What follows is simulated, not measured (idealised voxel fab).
Process module under the name voxel gate over fins
The width of the displayed cross-section, cut, is 240 nm; its cells are square, with a size of 5 nm.
Reading order for cross-sections: top band down to bottom band. Underlying form: a grid of square cells. Band size: one or more rows of cells. Top, bottom (nm), then materials left to right with widths (nm); lone material tagged "all across" fills the whole band edge to edge; "empty" = empty space. Beneath 0, the wafer as received is one material, and that level is where height counting begins. The lowest band goes on downward without a bottom; it is written like "0 down". Top row gets the first number, bottom row gets the second, and each row in between changes by the same step: that is how a band width like "30->40" works. Take "left unchanged" at face value: in the step it is given for, the cross-section changed in none of its cells. Closed empty spaces (no open way to the top) of 8 cells or more are what "Closed-off voids" lists, each as width x height at distance from the left edge, nm for all three. If you see something after the settings on a step's line, that's the simulator's own remark about that step. Among the settings permitted on a step's line is "overlay nm"; applied to a step with a mask, it specifies the extent to which the mask lay to the right of its planned position, whereas a negative figure signifies a position to the left.

# So here's the lineup of process steps we planned
1. op RECEIVE | material Si
2. op CONFORMAL_DEP | material SiN | thk nm 10
3. op PATTERN | tone cover | mask id FINS | material resist | width nm 15 | pitch nm 60 | thk nm 20 | overlay nm 0
4. op DIRECTIONAL_ETCH | etch materials SiN | depth nm 10
5. op DIRECTIONAL_ETCH | etch materials Si | depth nm 40
6. op STRIP | etch materials resist
7. op OXIDIZE | depth nm 5
8. op FILL_DEP | material SiO2 | thk nm 15
9. op CMP | height nm 10
10. op PATTERN | tone open | mask id RAIL | material resist | width nm 15 | thk nm 15 | overlay nm 0
11. op DIRECTIONAL_ETCH | etch materials SiO2 | depth nm 45
12. op STRIP | etch materials resist
13. op CONFORMAL_DEP | material TiN | thk nm 5
14. op FILL_DEP | material Ru | thk nm 10
15. op CMP | height nm 10
16. op SELECTIVE_ETCH | etch materials W Ru TiN | depth nm 30
17. op FILL_DEP | material SiO2 | thk nm 5
18. op CMP | height nm 10
19. op SELECTIVE_ETCH | etch materials SiO2 | depth nm 20
20. op STRIP | etch materials SiN
21. op CONFORMAL_DEP | material HfO2 | thk nm 5
22. op CONFORMAL_DEP | material TiN | thk nm 5
23. op CONFORMAL_DEP | material TiAl | thk nm 5
24. op CONFORMAL_DEP | material TiN | thk nm 5
25. op FILL_DEP | material W | thk nm 15
26. op CMP | height nm 30
27. op CONFORMAL_DEP | material SiN | thk nm 5

# Step 1 complete: cross-section of the wafer as received
> 0 down | Si all across
> Closed-off voids: none

# Post-module cross-section: identical start and plan to those above, one misstep in execution
> 35 to 30 | SiN all across
> 30 to 20 | W all across
> 20 to 15 | 35 of W / 45 of TiN / 15 of W / 45 of TiN / 15 of W / 45 of TiN / 40 of W
> 15 to 10 | 35 of W / 5 of TiN / 35 of TiAl / 5 of TiN / 15 of W / 5 of TiN / 35 of TiAl / 5 of TiN / 15 of W / 5 of TiN / 35 of TiAl / 5 of TiN / 40 of W
> 10 to 5 | 40 of TiN / 5 of TiAl / 25 of TiN / 5 of TiAl / 25 of TiN / 5 of TiAl / 25 of TiN / 5 of TiAl / 25 of TiN / 5 of TiAl / 25 of TiN / 5 of TiAl / 45 of TiN
> 5 to 0 | 45 of TiAl / 5 of TiN / 15 of HfO2 / 5 of TiN / 35 of TiAl / 5 of TiN / 15 of HfO2 / 5 of TiN / 35 of TiAl / 5 of TiN / 15 of HfO2 / 5 of TiN / 50 of TiAl
> 0 to -5 | 50 of TiN / 5 of HfO2 / 5 of Si / 5 of HfO2 / 45 of TiN / 5 of HfO2 / 5 of Si / 5 of HfO2 / 45 of TiN / 5 of HfO2 / 5 of Si / 5 of HfO2 / 55 of TiN
> -5 to -10 | 55 of HfO2 / 5 of Si / 55 of HfO2 / 5 of Si / 55 of HfO2 / 5 of Si / 60 of HfO2
> -10 to -20 | 55 of SiO2 / 5 of Si / 55 of SiO2 / 5 of Si / 55 of SiO2 / 5 of Si / 60 of SiO2
> -20 to -30 | 55 of SiO2 / 5 of Si / 25 of SiO2 / 5 of Ru / 25 of SiO2 / 5 of Si / 55 of SiO2 / 5 of Si / 60 of SiO2
> -30 to -45 | 55 of SiO2 / 5 of Si / 55 of SiO2 / 5 of Si / 55 of SiO2 / 5 of Si / 60 of SiO2
> -45 down | Si all across
> Closed-off voids: none
Misprocessing identified: step 13 went in with a setting other than planned; the actual run was op CONFORMAL_DEP | material SiO2 | thk nm 5
